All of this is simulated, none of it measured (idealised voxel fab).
Title: Process Module voxel self aligned vias
210 nm wide, 5 nm square cells: that's cross-section cut.
We lay out every cross-section as a grid of square cells and spell it out in bands from the top down, where one band means one or more rows of cells. For a band, the entry starts with two heights in nm, that of the top and then that of the bottom, and carries on with the band's materials in order from left to right, each alongside its width in nm; the word "throughout" beside a single material means it fills the band edge to edge, and "empty" means empty space. Height 0 is the level under which the wafer as received is all one material. The lowest band goes on downwards, as in "0..down". Width "30->40": first value at the band's top row of cells, second value at its bottom row, equal change from row to row. What does "no modifications" mean for a step? It means no cell of the cross-section changed in that step. Basically, "Closed void listing" tells you about the enclosed voids: empty spaces with no open way to the top, 8 cells or bigger, each written width x height at distance, where distance is from the left edge, all in nm. Formally, on a step line, whatever follows the settings is a remark that the simulator itself makes on the step. The line of a step may include "overlay nm". On a step with a mask, this value is how far to the right of its planned place the mask lay. A negative value means the mask lay to the left.
STEPS IN THE PROCESS PLAN
step 1: RECEIVE,material Si
step 2: CONFORMAL_DEP,material SiO2,thk nm 15
step 3: CONFORMAL_DEP,material SiCN,thk nm 5
step 4: DIRECTIONAL_DEP,material SiO2,thk nm 25
step 5: PATTERN,tone open,mask id LINES,material resist,width nm 20,pitch nm 60,thk nm 15,overlay nm 0
step 6: DIRECTIONAL_ETCH,etch materials SiO2,depth nm 25
step 7: STRIP,etch materials resist
step 8: CONFORMAL_DEP,material TiN,thk nm 5
step 9: FILL_DEP,material Ru,thk nm 5
step 10: CMP,height nm 45
step 11: SELECTIVE_ETCH,etch materials W Ru TiN,depth nm 10
step 12: FILL_DEP,material SiN,thk nm 5
step 13: CMP,height nm 45
step 14: DIRECTIONAL_DEP,material SiO2,thk nm 20
step 15: DIRECTIONAL_DEP,material aC,thk nm 10
step 16: PATTERN,tone open,mask id VIAS,material resist,width nm 30,thk nm 30,overlay nm 0
step 17: DIRECTIONAL_ETCH,etch materials aC,depth nm 10
step 18: STRIP,etch materials resist
step 19: DIRECTIONAL_ETCH,etch materials SiO2,depth nm 20
step 20: DIRECTIONAL_ETCH,etch materials SiN,depth nm 10
step 21: STRIP,etch materials aC
step 22: CONFORMAL_DEP,material TiN,thk nm 5
step 23: FILL_DEP,material Cu,thk nm 5
step 24: CMP,height nm 65
step 25: CONFORMAL_DEP,material SiCN,thk nm 5
CROSS-SECTION OF THE WAFER UPON ARRIVAL, REPRESENTING THE STATE REACHED AFTER STEP 1
0..down: Si throughout
Closed void listing: none
MODULE COMPLETE, CROSS-SECTION. STARTING POINT AND PLAN PER ABOVE. ONE MISTAKE MADE IN RUNNING THE MODULE
70..65: SiCN throughout
65..50: SiO2 60 nm / TiN 5 nm / Cu 20 nm / TiN 5 nm / SiO2 120 nm
50..45: SiO2 60 nm / TiN 10 nm / Cu 10 nm / TiN 10 nm / SiO2 120 nm
45..40: SiO2 65 nm / TiN 5 nm / Cu 10 nm / TiN 5 nm / SiO2 40 nm / SiN 20 nm / SiO2 65 nm
40..35: SiO2 65 nm / TiN 20 nm / SiO2 40 nm / SiN 20 nm / SiO2 65 nm
35..25: SiO2 65 nm / TiN 5 nm / Ru 10 nm / TiN 5 nm / SiO2 40 nm / TiN 5 nm / Ru 10 nm / TiN 5 nm / SiO2 65 nm
25..20: SiO2 65 nm / TiN 20 nm / SiO2 40 nm / TiN 20 nm / SiO2 65 nm
20..5: SiO2 throughout
5..0: SiCN throughout
0..down: Si throughout
Closed void listing: none
Diagnosis: steps 2 and 3: order swapped relative to plan
